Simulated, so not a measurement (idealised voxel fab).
Process module in this document: voxel self aligned contacts
FYI the section here is cut, 275 nm wide, cells are 5 nm squares.
Heads up, the way a cross-section reads in here is a grid of square cells, handed over as bands from the top down, with every band being one or more rows of cells. This entry defines a band. It first specifies the height of the band's top and the height of its bottom in nm, and then specifies the band's materials from left to right, stating each material with its width in nm. The word "everywhere" identifies a single material that fills the band from edge to edge, while the word "blank" identifies empty space. Basically, 0 is our baseline, since under it the wafer straight out of the box is all one material. The bottom band has no lower end and keeps on going down, so it looks like "0 -> down". Width spec "30->40" -> top row of cells at first value, bottom row at second value, equal per-row change in between. What does "nothing changed" mean for a step? It means no cell of the cross-section changed in that step. Reported under the label "Trapped voids" are the empty spaces having no open way to the top and comprising 8 cells or more; the notation for each is width x height at distance, in which the distance is measured from the left edge and all three values are in nm. after a step's settings: what the simulator itself notes on the step. On any step carrying a mask, the "overlay nm" setting, if present on the step's line, tells how far right of its planned place the mask lay; negative values point to the left.
**Steps in the process plan**
1,RECEIVE,material Si
2,OXIDIZE,depth nm 5
3,DIRECTIONAL_DEP,material polySi,thk nm 30
4,DIRECTIONAL_DEP,material SiN,thk nm 20
5,PATTERN,tone cover,mask id GATE,material resist,width nm 35,pitch nm 65,thk nm 20,overlay nm 0
6,DIRECTIONAL_ETCH,etch materials SiN,depth nm 20
7,DIRECTIONAL_ETCH,etch materials polySi,depth nm 30
8,STRIP,etch materials resist
9,CONFORMAL_DEP,material SiN,thk nm 5
10,DIRECTIONAL_ETCH,etch materials SiN,depth nm 5
11,FILL_DEP,material SiO2,thk nm 10
12,CMP,height nm 55
13,PATTERN,tone open,mask id CONTACT,material resist,width nm 40,pitch nm 65,thk nm 15,overlay nm 0
14,DIRECTIONAL_ETCH,etch materials SiO2,depth nm 60
15,STRIP,etch materials resist
16,CONFORMAL_DEP,material TiN,thk nm 5
17,FILL_DEP,material W,thk nm 5
18,CMP,height nm 55
19,CONFORMAL_DEP,material SiCN,thk nm 5
**Step 1 complete: cross-section of the wafer as received**
0 -> down  Si everywhere
Trapped voids: none
**Post-module cross-section: identical start and plan to those above, one misstep in execution**
60 -> 55  SiCN everywhere
55 -> 50  SiO2=85, then TiN=40, then SiO2=25, then TiN=40, then SiO2=85
50 -> 30  SiCN everywhere
30 -> 0  polySi everywhere
0 -> -5  SiO2 everywhere
-5 -> down  Si everywhere
Trapped voids: none
what went wrong: step 4 ran with different settings than intended, the actual operation and settings being DIRECTIONAL_DEP,material SiCN,thk nm 20
